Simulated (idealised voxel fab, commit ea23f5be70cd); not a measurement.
Presented below is a process module, voxel transistor to metal.
Shown is cross-section cut, with a width of 265 nm and square cells of size 5 nm.
Square cells in a grid make up a cross-section in this document, and the grid is given as bands, listed from the top down, each one or more rows of cells. Look at the band entry: it leads with the top's height and the bottom's height in nm. Then it lists the materials left to right, with a width in nm for each. The word "throughout" on a single material says that material fills the band edge to edge. The word "air" is empty space. We count height from 0. Below that, the starting wafer is all one material. The lowest band never ends at the bottom but goes on down; see "z 0 and below" for how that is written. Per-row width for "30->40": begins at first number (top row of band), ends at second number (bottom row), increment between rows held constant. You'll sometimes find "no alterations made" written for a step, and that's the way of saying that nowhere in the cross-section did a cell change during that step. "Closed cavities" enumerates empty spaces isolated from the top, with no open way to it, that contain at least 8 cells, giving each as width x height at distance from the left edge, all three in nm. Where a step's line continues beyond its settings, the continuation is a remark by the simulator itself on that step. Each step line may optionally specify "overlay nm", which for a step with a mask gives the rightward distance between the mask's planned place and where it lay, a negative value indicating the leftward direction.

Planned process steps
step 1: RECEIVE,material Si
step 2: CONFORMAL_DEP,material SiO2,thk nm 5
step 3: CONFORMAL_DEP,material SiN,thk nm 10
step 4: PATTERN,tone cover,mask id ACTIVE,material resist,width nm 100,pitch nm 125,thk nm 20,overlay nm 0
step 5: DIRECTIONAL_ETCH,etch materials SiN,depth nm 10
step 6: DIRECTIONAL_ETCH,etch materials SiO2,depth nm 5
step 7: DIRECTIONAL_ETCH,etch materials Si,depth nm 25
step 8: STRIP,etch materials resist
step 9: OXIDIZE,depth nm 5
step 10: FILL_DEP,material SiO2,thk nm 5
step 11: CMP,height nm 15
step 12: SELECTIVE_ETCH,etch materials SiO2,depth nm 10
step 13: STRIP,etch materials SiN
step 14: SELECTIVE_ETCH,etch materials SiO2,depth nm 5
step 15: OXIDIZE,depth nm 5
step 16: DIRECTIONAL_DEP,material polySi,thk nm 30
step 17: DIRECTIONAL_DEP,material SiCN,thk nm 15
step 18: DIRECTIONAL_DEP,material aC,thk nm 15
step 19: PATTERN,tone cover,mask id GATE,material resist,width nm 20,pitch nm 125,thk nm 30,overlay nm 0
step 20: DIRECTIONAL_ETCH,etch materials aC,depth nm 15
step 21: STRIP,etch materials resist
step 22: DIRECTIONAL_ETCH,etch materials SiCN,depth nm 25
step 23: DIRECTIONAL_ETCH,etch materials polySi,depth nm 40
step 24: STRIP,etch materials aC
step 25: CONFORMAL_DEP,material SiN,thk nm 10
step 26: DIRECTIONAL_ETCH,etch materials SiN,depth nm 10
step 27: DIRECTIONAL_ETCH,etch materials SiO2,depth nm 5
step 28: DIRECTIONAL_ETCH,etch materials Si,depth nm 10
step 29: EPI,material SiGe,thk nm 15
step 30: FILL_DEP,material SiO2,thk nm 5
step 31: CMP,height nm 45
step 32: DIRECTIONAL_DEP,material SiO2,thk nm 15
step 33: DIRECTIONAL_DEP,material aC,thk nm 15
step 34: PATTERN,tone open,mask id CONTACT,material resist,width nm 20,thk nm 35,overlay nm 0
step 35: DIRECTIONAL_ETCH,etch materials aC,depth nm 15
step 36: STRIP,etch materials resist
step 37: DIRECTIONAL_ETCH,etch materials SiO2,depth nm 60
step 38: STRIP,etch materials aC
step 39: CONFORMAL_DEP,material TiN,thk nm 5
step 40: FILL_DEP,material Ru,thk nm 10
step 41: CMP,height nm 60
step 42: CONFORMAL_DEP,material SiN,thk nm 5
step 43: DIRECTIONAL_DEP,material lowk,thk nm 20
step 44: PATTERN,tone open,mask id METAL_1,material resist,width nm 20,thk nm 20,overlay nm 0
step 45: DIRECTIONAL_ETCH,etch materials lowk,depth nm 20
step 46: DIRECTIONAL_ETCH,etch materials SiN,depth nm 5
step 47: STRIP,etch materials resist
step 48: CONFORMAL_DEP,material TiN,thk nm 5
step 49: FILL_DEP,material Ru,thk nm 5
step 50: CMP,height nm 85
step 51: CONFORMAL_DEP,material SiCN,thk nm 5
step 52: DIRECTIONAL_DEP,material lowk,thk nm 25
step 53: DIRECTIONAL_DEP,material aC,thk nm 15
step 54: PATTERN,tone open,mask id METAL_2_HOLES,material resist,width nm 15,pitch nm 125,thk nm 35,overlay nm 0
step 55: DIRECTIONAL_ETCH,etch materials aC,depth nm 15
step 56: STRIP,etch materials resist
step 57: DIRECTIONAL_ETCH,etch materials lowk,depth nm 25
step 58: STRIP,etch materials aC
step 59: PATTERN,tone open,mask id METAL_2,material resist,width nm 20,pitch nm 125,thk nm 20,overlay nm 0
step 60: DIRECTIONAL_ETCH,etch materials lowk,depth nm 15
step 61: DIRECTIONAL_ETCH,etch materials SiCN,depth nm 5
step 62: STRIP,etch materials resist
step 63: CONFORMAL_DEP,material TiN,thk nm 5
step 64: FILL_DEP,material Ru,thk nm 10
step 65: CMP,height nm 115
step 66: CONFORMAL_DEP,material SiN,thk nm 5

Incoming wafer in cross-section (state: after step 1)
> z 0 and below: Si throughout
> Closed cavities: none

First of two wafers: cross-section at end of module, run per plan
> z 120 to 115: SiN throughout
> z 115 to 105: lowk 25, TiN 5, Ru 10, TiN 5, lowk 105, TiN 5, Ru 10, TiN 5, lowk 95
> z 105 to 100: lowk 25, TiN 5, Ru 5, TiN 10, lowk 105, TiN 5, Ru 5, TiN 10, lowk 95
> z 100 to 90: lowk 25, TiN 5, Ru 5, TiN 5, lowk 110, TiN 5, Ru 5, TiN 5, lowk 100
> z 90 to 85: SiCN 25, TiN 15, SiCN 110, TiN 15, SiCN 100
> z 85 to 65: lowk 25, TiN 5, Ru 10, TiN 5, lowk 50, TiN 5, Ru 10, TiN 5, lowk 35, TiN 5, Ru 10, TiN 5, lowk 50, TiN 5, Ru 10, TiN 5, lowk 25
> z 65 to 60: SiN 25, TiN 20, SiN 50, TiN 20, SiN 35, TiN 20, SiN 50, TiN 20, SiN 25
> z 60 to 45: SiO2 25, TiN 5, Ru 10, TiN 5, SiO2 50, TiN 5, Ru 10, TiN 5, SiO2 35, TiN 5, Ru 10, TiN 5, SiO2 50, TiN 5, Ru 10, TiN 5, SiO2 25
> z 45 to 30: SiO2 25, TiN 5, Ru 10, TiN 5, SiO2 5, SiN 10, SiCN 20, SiN 10, SiO2 5, TiN 5, Ru 10, TiN 5, SiO2 35, TiN 5, Ru 10, TiN 5, SiO2 5, SiN 10, SiCN 20, SiN 10, SiO2 5, TiN 5, Ru 10, TiN 5, SiO2 25
> z 30 to 15: SiO2 25, TiN 5, Ru 10, TiN 5, SiO2 5, SiN 10, polySi 20, SiN 10, SiO2 5, TiN 5, Ru 10, TiN 5, SiO2 35, TiN 5, Ru 10, TiN 5, SiO2 5, SiN 10, polySi 20, SiN 10, SiO2 5, TiN 5, Ru 10, TiN 5, SiO2 25
> z 15 to 10: SiO2 25, TiN 20, SiO2 5, SiN 10, polySi 20, SiN 10, SiO2 5, TiN 20, SiO2 35, TiN 20, SiO2 5, SiN 10, polySi 20, SiN 10, SiO2 5, TiN 20, SiO2 25
> z 10 to 0: SiO2 25, TiN 10, SiGe 15, SiN 10, polySi 20, SiN 10, SiGe 15, TiN 10, SiO2 35, TiN 10, SiGe 15, SiN 10, polySi 20, SiN 10, SiGe 15, TiN 10, SiO2 25
> z 0 to -5: SiO2 20, SiGe 30, SiO2 40, SiGe 30, SiO2 25, SiGe 30, SiO2 40, SiGe 30, SiO2 20
> z -5 to -15: SiO2 25, SiGe 25, Si 40, SiGe 25, SiO2 35, SiGe 25, Si 40, SiGe 25, SiO2 25
> z -15 to -30: SiO2 25, Si 90, SiO2 35, Si 90, SiO2 25
> z -30 and below: Si throughout
> Closed cavities: none

second wafer at the end: like start, like plan, one mistake
> z 120 to 115: SiN throughout
> z 115 to 110: SiCN 25, TiN 20, SiCN 105, TiN 20, SiCN 95
> z 110 to 85: lowk throughout
> z 85 to 65: lowk 25, TiN 5, Ru 10, TiN 5, lowk 50, TiN 5, Ru 10, TiN 5, lowk 35, TiN 5, Ru 10, TiN 5, lowk 50, TiN 5, Ru 10, TiN 5, lowk 25
> z 65 to 60: SiN 25, TiN 20, SiN 50, TiN 20, SiN 35, TiN 20, SiN 50, TiN 20, SiN 25
> z 60 to 45: SiO2 25, TiN 5, Ru 10, TiN 5, SiO2 50, TiN 5, Ru 10, TiN 5, SiO2 35, TiN 5, Ru 10, TiN 5, SiO2 50, TiN 5, Ru 10, TiN 5, SiO2 25
> z 45 to 30: SiO2 25, TiN 5, Ru 10, TiN 5, SiO2 5, SiN 10, SiCN 20, SiN 10, SiO2 5, TiN 5, Ru 10, TiN 5, SiO2 35, TiN 5, Ru 10, TiN 5, SiO2 5, SiN 10, SiCN 20, SiN 10, SiO2 5, TiN 5, Ru 10, TiN 5, SiO2 25
> z 30 to 15: SiO2 25, TiN 5, Ru 10, TiN 5, SiO2 5, SiN 10, polySi 20, SiN 10, SiO2 5, TiN 5, Ru 10, TiN 5, SiO2 35, TiN 5, Ru 10, TiN 5, SiO2 5, SiN 10, polySi 20, SiN 10, SiO2 5, TiN 5, Ru 10, TiN 5, SiO2 25
> z 15 to 10: SiO2 25, TiN 20, SiO2 5, SiN 10, polySi 20, SiN 10, SiO2 5, TiN 20, SiO2 35, TiN 20, SiO2 5, SiN 10, polySi 20, SiN 10, SiO2 5, TiN 20, SiO2 25
> z 10 to 0: SiO2 25, TiN 10, SiGe 15, SiN 10, polySi 20, SiN 10, SiGe 15, TiN 10, SiO2 35, TiN 10, SiGe 15, SiN 10, polySi 20, SiN 10, SiGe 15, TiN 10, SiO2 25
> z 0 to -5: SiO2 20, SiGe 30, SiO2 40, SiGe 30, SiO2 25, SiGe 30, SiO2 40, SiGe 30, SiO2 20
> z -5 to -15: SiO2 25, SiGe 25, Si 40, SiGe 25, SiO2 35, SiGe 25, Si 40, SiGe 25, SiO2 25
> z -15 to -30: SiO2 25, Si 90, SiO2 35, Si 90, SiO2 25
> z -30 and below: Si throughout
> Closed cavities: none
what went wrong: ran 51 and 52 in swapped order versus the plan
Heads up, by the end the second wafer has more or fewer cells of some materials compared to the first: 14 fewer of Ru, 2 fewer of SiCN, 20 fewer of TiN, 36 more of lowk
